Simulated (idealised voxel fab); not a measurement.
voxel wiring stack: a process module
We display cut, a cross-section 260 nm in width whose square cells are each 5 nm.
Cross-section, as written here: a square-cell grid given band by band from the top down, where a band holds one or more rows of cells. Top, bottom (nm), then materials left to right with widths (nm); lone material tagged "throughout" fills the whole band edge to edge; "empty" = empty space. For the purposes of this specification, 0 denotes the height below which the wafer in its as-received condition is composed wholly of one material, and the lowermost band, lacking a lower limit, extends downward without end, as expressed in "from 0 down". Read "30->40" as a graded width: first number on top, second number at the bottom, same change between each pair of neighbouring rows. "left unchanged" after a step means that no cell of the cross-section changed. Listed in "Fully closed voids": every empty space of 8 or more cells without an open way to the top. Form: width x height at distance, the distance being from the left edge, all in nm. Text after the settings on a step's line: the simulator's own remark on that step. If you see "overlay nm" on a step's line and that step has a mask, it's telling you how far right of where it was planned the mask ended up; a negative number means it went left instead.
Planned step list for the process
1 RECEIVE,material Si
2 CONFORMAL_DEP,material SiO2,thk nm 10
3 CONFORMAL_DEP,material SiCN,thk nm 5
4 DIRECTIONAL_DEP,material SiO2,thk nm 20
5 PATTERN,tone open,mask id METAL_1,material resist,width nm 25,pitch nm 40,thk nm 15,overlay nm 0
6 DIRECTIONAL_ETCH,etch materials SiO2,depth nm 20
7 DIRECTIONAL_ETCH,etch materials SiCN,depth nm 5
8 STRIP,etch materials resist
9 CONFORMAL_DEP,material TiN,thk nm 5
10 FILL_DEP,material W,thk nm 10
11 CMP,height nm 35
12 CONFORMAL_DEP,material SiCN,thk nm 5
13 DIRECTIONAL_DEP,material SiO2,thk nm 25
14 PATTERN,tone open,mask id METAL_2,material resist,width nm 25,pitch nm 40,thk nm 20,overlay nm 0
15 DIRECTIONAL_ETCH,etch materials SiO2,depth nm 15
16 STRIP,etch materials resist
17 PATTERN,tone open,mask id METAL_2_HOLES,material resist,width nm 15,pitch nm 80,thk nm 20,overlay nm 0
18 DIRECTIONAL_ETCH,etch materials SiO2,depth nm 10
19 DIRECTIONAL_ETCH,etch materials SiCN,depth nm 5
20 STRIP,etch materials resist
21 CONFORMAL_DEP,material TiN,thk nm 5
22 FILL_DEP,material Cu,thk nm 10
23 CMP,height nm 65
24 CONFORMAL_DEP,material SiN,thk nm 5
Cross-section of the incoming wafer, state after step 1
  from 0 down = Si throughout
  Fully closed voids: none
The first of the two wafers as seen in cross-section once the module was finished; processing followed the plan
  from 70 to 65 = SiN throughout
  from 65 to 55 = SiO2: 55; TiN: 5; Cu: 15; TiN: 5; SiO2: 15; TiN: 5; Cu: 15; TiN: 5; SiO2: 15; TiN: 5; Cu: 15; TiN: 5; SiO2: 15; TiN: 5; Cu: 15; TiN: 5; SiO2: 60
  from 55 to 50 = SiO2: 55; TiN: 5; Cu: 5; TiN: 15; SiO2: 15; TiN: 25; SiO2: 15; TiN: 5; Cu: 5; TiN: 15; SiO2: 15; TiN: 25; SiO2: 60
  from 50 to 40 = SiO2: 55; TiN: 5; Cu: 5; TiN: 5; SiO2: 65; TiN: 5; Cu: 5; TiN: 5; SiO2: 110
  from 40 to 35 = SiCN: 55; TiN: 15; SiCN: 65; TiN: 15; SiCN: 110
  from 35 to 15 = SiO2: 55; TiN: 5; W: 15; TiN: 5; SiO2: 15; TiN: 5; W: 15; TiN: 5; SiO2: 15; TiN: 5; W: 15; TiN: 5; SiO2: 15; TiN: 5; W: 15; TiN: 5; SiO2: 60
  from 15 to 10 = SiCN: 55; TiN: 25; SiCN: 15; TiN: 25; SiCN: 15; TiN: 25; SiCN: 15; TiN: 25; SiCN: 60
  from 10 to 0 = SiO2 throughout
  from 0 down = Si throughout
  Fully closed voids: none
Cross-sectional view of the second of two wafers upon completion of the module. This wafer shared its starting condition and process plan with the first; one error was made during its execution
  from 70 to 65 = SiN throughout
  from 65 to 55 = SiO2: 55; W: 5; Cu: 15; W: 5; SiO2: 15; W: 5; Cu: 15; W: 5; SiO2: 15; W: 5; Cu: 15; W: 5; SiO2: 15; W: 5; Cu: 15; W: 5; SiO2: 60
  from 55 to 50 = SiO2: 55; W: 5; Cu: 5; W: 15; SiO2: 15; W: 25; SiO2: 15; W: 5; Cu: 5; W: 15; SiO2: 15; W: 25; SiO2: 60
  from 50 to 40 = SiO2: 55; W: 5; Cu: 5; W: 5; SiO2: 65; W: 5; Cu: 5; W: 5; SiO2: 110
  from 40 to 35 = SiCN: 55; W: 15; SiCN: 65; W: 15; SiCN: 110
  from 35 to 15 = SiO2: 55; TiN: 5; W: 15; TiN: 5; SiO2: 15; TiN: 5; W: 15; TiN: 5; SiO2: 15; TiN: 5; W: 15; TiN: 5; SiO2: 15; TiN: 5; W: 15; TiN: 5; SiO2: 60
  from 15 to 10 = SiCN: 55; TiN: 25; SiCN: 15; TiN: 25; SiCN: 15; TiN: 25; SiCN: 15; TiN: 25; SiCN: 60
  from 10 to 0 = SiO2 throughout
  from 0 down = Si throughout
  Fully closed voids: none
Run error: planned and actual differ for step 21; actual: CONFORMAL_DEP,material W,thk nm 5
The final cell counts differ between the wafers, with the second having more or fewer of some materials than the first: 48 fewer of TiN, 48 more of W
